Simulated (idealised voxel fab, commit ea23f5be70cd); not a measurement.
Process module in this document: voxel capacitor over wiring
Section shown: cut. Width: 165 nm. Cell size: 5 nm, square.
When this document writes out a cross-section, it uses a grid of square cells and lists it as bands, beginning at the top and moving down, with a band standing for one or more rows of cells.
What a band's entry tells you: where the top is and where the bottom is, as heights in nm, and after that what lies inside, material by material from left to right, each with its width in nm. Empty space is written as the word "blank", and a single material marked with the word "throughout" occupies the band from edge to edge.
Heads up on the height convention: 0 is the point under which the incoming wafer is all one material, and the lowest band has no bottom, it just keeps going down, like "0 down".
Top row gets the first number, bottom row gets the second, and each row in between changes by the same step: that is how a band width like "30 to 40" works.
Key: "same as before" - step with no changed cell in the cross-section.
"Enclosed internal voids" contains a list of empty spaces, each no smaller than 8 cells and without an open way to the top, written in the form width x height at distance with the distance from the left edge and all three in nm.
Formally, on a step line, whatever follows the settings is a remark that the simulator itself makes on the step.
Each step line may optionally specify "overlay nm", which for a step with a mask gives the rightward distance between the mask's planned place and where it lay, a negative value indicating the leftward direction.
Process steps (planned):
1 RECEIVE,material Si
2 CONFORMAL_DEP,material SiO2,thk nm 10
3 DIRECTIONAL_DEP,material TiN,thk nm 5
4 DIRECTIONAL_DEP,material Ru,thk nm 25
5 DIRECTIONAL_DEP,material aC,thk nm 15
6 PATTERN,tone cover,mask id METAL_1,material resist,width nm 20,pitch nm 75,thk nm 35,overlay nm 0
7 DIRECTIONAL_ETCH,etch materials aC,depth nm 15
8 STRIP,etch materials resist
9 DIRECTIONAL_ETCH,etch materials Ru,depth nm 25
10 DIRECTIONAL_ETCH,etch materials TiN,depth nm 5
11 STRIP,etch materials aC
12 FILL_DEP,material SiO2,thk nm 10
13 CMP,height nm 40
14 CONFORMAL_DEP,material SiCN,thk nm 5
15 DIRECTIONAL_DEP,material SiO2,thk nm 20
16 DIRECTIONAL_DEP,material aC,thk nm 15
17 PATTERN,tone open,mask id PLUG_1,material resist,width nm 15,thk nm 30,overlay nm 0
18 DIRECTIONAL_ETCH,etch materials aC,depth nm 15
19 STRIP,etch materials resist
20 DIRECTIONAL_ETCH,etch materials SiO2,depth nm 20
21 DIRECTIONAL_ETCH,etch materials SiCN,depth nm 5
22 STRIP,etch materials aC
23 EPI,material Ru,thk nm 10
24 EPI,material Ru,thk nm 10
25 EPI,material Ru,thk nm 5
26 DIRECTIONAL_DEP,material TiN,thk nm 5
27 DIRECTIONAL_DEP,material HfO2,thk nm 5
28 DIRECTIONAL_DEP,material TiN,thk nm 10
29 MASKED_ETCH,tone cover,mask id UPPER_PLATE,width nm 60,etch materials TiN,depth nm 10,overlay nm 0
30 MASKED_ETCH,tone cover,mask id UPPER_PLATE,width nm 60,etch materials HfO2,depth nm 5,overlay nm 0
31 MASKED_ETCH,tone cover,mask id LOWER_PLATE,width nm 70,etch materials TiN,depth nm 5,overlay nm 0
32 FILL_DEP,material SiO2,thk nm 20
33 CMP,height nm 100
34 MASKED_ETCH,tone open,mask id PLUG_2,width nm 15,etch materials SiO2,depth nm 15,overlay nm 0
35 CONFORMAL_DEP,material TiN,thk nm 5
36 FILL_DEP,material Cu,thk nm 10
37 CMP,height nm 100
38 CONFORMAL_DEP,material SiN,thk nm 5
Cross-section of the wafer upon arrival, representing the state reached after step 1:
  0 down | Si throughout
  Enclosed internal voids: none
The first of the two wafers as seen in cross-section once the module was finished; processing followed the plan:
  105 to 100 | SiN throughout
  100 to 90 | 50 of SiO2  5 of TiN  5 of Cu  5 of TiN  100 of SiO2
  90 to 85 | 50 of SiO2  15 of TiN  100 of SiO2
  85 to 75 | 40 of SiO2  60 of TiN  65 of SiO2
  75 to 70 | 40 of SiO2  60 of HfO2  65 of SiO2
  70 to 65 | 35 of SiO2  70 of TiN  60 of SiO2
  65 to 45 | 40 of SiO2  15 of Ru  110 of SiO2
  45 to 40 | 40 of SiCN  15 of Ru  110 of SiCN
  40 to 15 | 35 of SiO2  20 of Ru  55 of SiO2  20 of Ru  35 of SiO2
  15 to 10 | 35 of SiO2  20 of TiN  55 of SiO2  20 of TiN  35 of SiO2
  10 to 0 | SiO2 throughout
  0 down | Si throughout
  Enclosed internal voids: none
Wafer two, end of module, cross-section. Same start, same plan as wafer one. One mistake in the run:
  105 to 100 | SiN throughout
  100 to 90 | 50 of SiO2  5 of TiN  5 of Cu  5 of TiN  100 of SiO2
  90 to 85 | 50 of SiO2  15 of TiN  100 of SiO2
  85 to 75 | 40 of SiO2  60 of TiN  65 of SiO2
  75 to 70 | 40 of SiO2  60 of HfO2  65 of SiO2
  70 to 65 | 35 of SiO2  70 of TiN  60 of SiO2
  65 to 45 | 35 of SiO2  15 of Ru  115 of SiO2
  45 to 40 | 35 of SiCN  15 of Ru  115 of SiCN
  40 to 15 | 35 of SiO2  20 of Ru  55 of SiO2  20 of Ru  35 of SiO2
  15 to 10 | 35 of SiO2  20 of TiN  55 of SiO2  20 of TiN  35 of SiO2
  10 to 0 | SiO2 throughout
  0 down | Si throughout
  Enclosed internal voids: none
Finding, execution versus plan: step 17 was not run as planned; what actually ran was PATTERN,tone open,mask id PLUG_1,material resist,width nm 15,thk nm 30,overlay nm -5
The two final wafers agree on how many cells each material fills and disagree on which cells those are.
